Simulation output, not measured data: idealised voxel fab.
Proc. module: voxel transistor to metal
Section cut is 185 nm wide and gridded with 5 nm square cells.
Throughout this document, each cross-section is represented as a grid of square cells and is presented as a sequence of bands enumerated from the top downward, where a band comprises one or more rows of cells. The entry gives the band's vertical extent as a top height and a bottom height in nm, then its horizontal make-up as materials from left to right, each with a width in nm. "empty" stands for empty space; a single material marked "edge to edge" fills the band edge to edge. The level at which height equals 0 is the one under which the wafer, as it arrives, is entirely one material. No lower edge exists for the bottom band, which continues downward and is notated as in "from 0 down". So if you see something like "30->40" for the width, read it as the top row of the band sitting at the first number and the bottom row at the second, with every row in between moving by the same amount as the last. "remained the same" -> step changed no cross-section cell. "Voids, enclosed" enumerates empty spaces isolated from the top, with no open way to it, that contain at least 8 cells, giving each as width x height at distance from the left edge, all three in nm. The remark found on a step's line after its settings is issued by the simulator itself and pertains to that step. "overlay nm", when on a step's line for a step with a mask, measures how far to the right of its planned place the mask lay; a negative measure means to the left.

Listed below are the process steps as planned
- 1: RECEIVE | material Si
- 2: CONFORMAL_DEP | material SiO2 | thk nm 5
- 3: CONFORMAL_DEP | material SiN | thk nm 10
- 4: MASKED_ETCH | tone cover | mask id ACTIVE | width nm 105 | etch materials SiN | depth nm 10 | overlay nm 0
- 5: MASKED_ETCH | tone cover | mask id ACTIVE | width nm 105 | etch materials SiO2 | depth nm 5 | overlay nm 0
- 6: MASKED_ETCH | tone cover | mask id ACTIVE | width nm 105 | etch materials Si | depth nm 20 | overlay nm 0
- 7: OXIDIZE | depth nm 5
- 8: FILL_DEP | material SiO2 | thk nm 5
- 9: CMP | height nm 15
- 10: SELECTIVE_ETCH | etch materials SiO2 | depth nm 10
- 11: STRIP | etch materials SiN
- 12: SELECTIVE_ETCH | etch materials SiO2 | depth nm 5
- 13: OXIDIZE | depth nm 5
- 14: DIRECTIONAL_DEP | material polySi | thk nm 25
- 15: DIRECTIONAL_DEP | material SiCN | thk nm 15
- 16: DIRECTIONAL_DEP | material aC | thk nm 10
- 17: PATTERN | tone cover | mask id GATE | material resist | width nm 15 | thk nm 30 | overlay nm 0
- 18: DIRECTIONAL_ETCH | etch materials aC | depth nm 10
- 19: STRIP | etch materials resist
- 20: DIRECTIONAL_ETCH | etch materials SiCN | depth nm 25
- 21: DIRECTIONAL_ETCH | etch materials polySi | depth nm 35
- 22: STRIP | etch materials aC
- 23: CONFORMAL_DEP | material SiO2 | thk nm 5
- 24: DIRECTIONAL_ETCH | etch materials SiO2 | depth nm 5
- 25: CONFORMAL_DEP | material SiN | thk nm 5
- 26: DIRECTIONAL_ETCH | etch materials SiN | depth nm 5
- 27: DIRECTIONAL_ETCH | etch materials SiO2 | depth nm 5
- 28: DIRECTIONAL_ETCH | etch materials Si | depth nm 5
- 29: EPI | material pSi | thk nm 10
- 30: FILL_DEP | material SiO2 | thk nm 10
- 31: CMP | height nm 40
- 32: DIRECTIONAL_DEP | material SiO2 | thk nm 10
- 33: PATTERN | tone open | mask id CONTACT | material resist | width nm 20 | pitch nm 75 | thk nm 15 | overlay nm 0
- 34: DIRECTIONAL_ETCH | etch materials SiO2 | depth nm 50
- 35: STRIP | etch materials resist
- 36: CONFORMAL_DEP | material TiN | thk nm 5
- 37: FILL_DEP | material W | thk nm 10
- 38: CMP | height nm 50
- 39: DIRECTIONAL_DEP | material TiN | thk nm 5
- 40: DIRECTIONAL_DEP | material Ru | thk nm 25
- 41: DIRECTIONAL_DEP | material aC | thk nm 10
- 42: PATTERN | tone cover | mask id METAL_1 | material resist | width nm 20 | pitch nm 75 | thk nm 30 | overlay nm 0
- 43: DIRECTIONAL_ETCH | etch materials aC | depth nm 10
- 44: STRIP | etch materials resist
- 45: DIRECTIONAL_ETCH | etch materials Ru | depth nm 25
- 46: DIRECTIONAL_ETCH | etch materials TiN | depth nm 5
- 47: STRIP | etch materials aC
- 48: CONFORMAL_DEP | material SiN | thk nm 5
- 49: FILL_DEP | material lowk | thk nm 5
- 50: CMP | height nm 80
- 51: CONFORMAL_DEP | material SiCN | thk nm 5

Cross-section, incoming material, after step 1
> from 0 down: Si edge to edge
> Voids, enclosed: none

Cross-section taken at module completion on the first of two wafers; processed per the plan
> from 85 to 80: SiCN edge to edge
> from 80 to 55: lowk 40 | SiN 5 | Ru 20 | SiN 5 | lowk 45 | SiN 5 | Ru 20 | SiN 5 | lowk 40
> from 55 to 50: SiN 45 | TiN 20 | SiN 55 | TiN 20 | SiN 45
> from 50 to 40: SiO2 45 | TiN 5 | W 10 | TiN 5 | SiO2 55 | TiN 5 | W 10 | TiN 5 | SiO2 45
> from 40 to 25: SiO2 45 | TiN 5 | W 10 | TiN 5 | SiO2 10 | SiN 5 | SiO2 5 | SiCN 15 | SiO2 5 | SiN 5 | SiO2 10 | TiN 5 | W 10 | TiN 5 | SiO2 45
> from 25 to 5: SiO2 45 | TiN 5 | W 10 | TiN 5 | SiO2 10 | SiN 5 | SiO2 5 | polySi 15 | SiO2 5 | SiN 5 | SiO2 10 | TiN 5 | W 10 | TiN 5 | SiO2 45
> from 5 to 0: SiO2 45 | TiN 20 | pSi 10 | SiN 5 | SiO2 5 | polySi 15 | SiO2 5 | SiN 5 | pSi 10 | TiN 20 | SiO2 45
> from 0 to -5: SiO2 40 | pSi 35 | SiO2 35 | pSi 35 | SiO2 40
> from -5 to -10: SiO2 45 | pSi 30 | Si 35 | pSi 30 | SiO2 45
> from -10 to -25: SiO2 45 | Si 95 | SiO2 45
> from -25 down: Si edge to edge
> Voids, enclosed: none

Same start, same plan as the first wafer - but one mistake in the run. Cross-section of the second of the two at the end of the module
> from 85 to 80: SiCN edge to edge
> from 80 to 55: lowk 40 | SiN 5 | Ru 20 | SiN 5 | lowk 45 | SiN 5 | Ru 20 | SiN 5 | lowk 40
> from 55 to 50: SiN 45 | TiN 20 | SiN 55 | TiN 20 | SiN 45
> from 50 to 45: SiO2 45 | TiN 5 | W 10 | TiN 5 | SiO2 55 | TiN 5 | W 10 | TiN 5 | SiO2 45
> from 45 to 40: SiO2 45 | TiN 20 | SiO2 55 | TiN 20 | SiO2 45
> from 40 to 25: SiCN 85 | SiO2 5 | SiN 5 | SiO2 5 | SiCN 85
> from 25 to 0: polySi 85 | SiO2 5 | SiN 5 | SiO2 5 | polySi 85
> from 0 to -5: SiO2 edge to edge
> from -5 to -25: SiO2 45 | Si 95 | SiO2 45
> from -25 down: Si edge to edge
> Voids, enclosed: none
Misprocessing identified: heads up, step 17 didn't go per plan, it actually ran as PATTERN | tone open | mask id GATE | material resist | width nm 15 | thk nm 30 | overlay nm 0
Per the end-of-run cell counts, the second wafer holds more or fewer of some materials than the first: Si +12; SiCN +93; SiN -8; SiO2 -158; TiN -32; W -32; pSi -30; polySi +155
